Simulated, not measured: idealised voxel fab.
The process module that follows is named voxel spacer lines.
Square cell edge 5 nm, section width 185 nm, ID cut.
Format of a cross-section: grid, square cells. Given as bands. Order: top down. Band: one or more rows of cells. Top, bottom (nm), then materials left to right with widths (nm); lone material tagged "throughout" fills the whole band edge to edge; "air" = empty space. Ref level 0: as-received wafer is one material below here. Bottom band extends down with no lower bound ("0 -> down"). Quick explanation for "30..40": the width changes in equal steps down the rows of cells, from the first number in the band's top row to the second number in its bottom row. It should be understood that the words "changes: none", when stated for a given step, signify that the cross-section underwent no change in any of its cells during that step. "Sealed void inventory": sealed empty spaces, 8 cells or more, no open way to top, listed width x height at distance, with distance from the left edge and width, height and distance in nm. If you see something after the settings on a step's line, that's the simulator's own remark about that step. If you see "overlay nm" on a step's line and that step has a mask, it's telling you how far right of where it was planned the mask ended up; a negative number means it went left instead.

**Steps planned for the process**
1,RECEIVE,material Si
2,CONFORMAL_DEP,material Al2O3,thk nm 5
3,DIRECTIONAL_DEP,material SiN,thk nm 10
4,DIRECTIONAL_DEP,material polySi,thk nm 30
5,PATTERN,tone cover,mask id MANDREL,material resist,width nm 15,pitch nm 50,thk nm 40,overlay nm 0
6,DIRECTIONAL_ETCH,etch materials polySi,depth nm 30
7,STRIP,etch materials resist
8,CONFORMAL_DEP,material SiO2,thk nm 10
9,DIRECTIONAL_ETCH,etch materials SiO2,depth nm 10
10,STRIP,etch materials polySi
11,DIRECTIONAL_ETCH,etch materials SiN,depth nm 10
12,STRIP,etch materials SiO2

**Wafer at receipt (post step 1), cross-section**
	0 -> down = Si throughout
	Sealed void inventory: none

**The following cross-section depicts the wafer upon conclusion of the module. Processing commenced from the starting condition illustrated above and adhered to the plan illustrated above, save for one mistake in execution**
	15 -> 5 = air=50 / SiN=10 / air=20 / SiN=10 / air=10 / SiN=10 / air=20 / SiN=10 / air=45
	5 -> 0 = Al2O3 throughout
	0 -> down = Si throughout
	Sealed void inventory: none
The plan and the run diverged here: step 5 was not run as planned; what actually ran was PATTERN,tone cover,mask id MANDREL,material resist,width nm 20,pitch nm 50,thk nm 40,overlay nm 0
